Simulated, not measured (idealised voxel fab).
process module | voxel trench capacitor
cross-section cut | 160 nm wide | cells 5 nm
A cross-section is a grid of square cells, given in bands from the top down. A band is one or more rows of cells.
Each band's line starts with the height of the band's top and of its bottom, in nm. Then come its materials from left to right, each with its width in nm. One material with "throughout" fills the band from edge to edge. "air" is empty space.
Height 0 is the level under which the wafer as received is all one material. The lowest band goes on downwards, as in "0 down".
A width such as "30 to 40" changes by the same amount from each row of cells to the next, from the band's top row to its bottom row.
"no change" after a step means that no cell of the cross-section changed.
closed voids: empty space of 8 cells or more with no open way to the top, each as width x height at its distance from the left edge, in nm
after a step's settings: what the simulator itself notes on the step
overlay nm, on a step with a mask: how far to the right of its planned place the mask lay; to the left if negative
plan
1 op RECEIVE | material Si
2 op CONFORMAL_DEP | material SiN | thk nm 10
3 op PATTERN | tone open | mask id TRENCH | material resist | width nm 15 | pitch nm 40 | thk nm 20 | overlay nm 0
4 op DIRECTIONAL_ETCH | etch materials SiN | depth nm 10
5 op DIRECTIONAL_ETCH | etch materials Si | depth nm 35
6 op STRIP | etch materials resist
7 op CONFORMAL_DEP | material Al2O3 | thk nm 5
8 op FILL_DEP | material polySi | thk nm 10
9 op CMP | height nm 10
varied across the wafers: width nm of step 3. The plan shows the first wafer's value. All wafers start alike
first wafer as received, after step 1
  0 down: Si throughout
  closed voids: none
first wafer at the end, after step 9
  10 to 0: SiN 50 | Al2O3 5 | polySi 5 | Al2O3 5 | SiN 25 | Al2O3 5 | polySi 5 | Al2O3 5 | SiN 55
  0 to -30: Si 50 | Al2O3 5 | polySi 5 | Al2O3 5 | Si 25 | Al2O3 5 | polySi 5 | Al2O3 5 | Si 55
  -30 to -35: Si 50 | Al2O3 15 | Si 25 | Al2O3 15 | Si 55
  -35 down: Si throughout
  closed voids: none
last wafer at the end
  10 to 0: SiN 45 | Al2O3 5 | polySi 15 | Al2O3 5 | SiN 15 | Al2O3 5 | polySi 15 | Al2O3 5 | SiN 50
  0 to -30: Si 45 | Al2O3 5 | polySi 15 | Al2O3 5 | Si 15 | Al2O3 5 | polySi 15 | Al2O3 5 | Si 50
  -30 to -35: Si 45 | Al2O3 25 | Si 15 | Al2O3 25 | Si 50
  -35 down: Si throughout
  closed voids: none
each wafer at the end: cells of each material gained (+) or lost (-) since it was received, then its closed voids
width nm 15 | +38 Al2O3 | -42 Si | +52 SiN | +16 polySi | closed voids: none
width nm 20 | +40 Al2O3 | -56 Si | +48 SiN | +32 polySi | closed voids: none
width nm 25 | +42 Al2O3 | -70 Si | +44 SiN | +48 polySi | closed voids: none
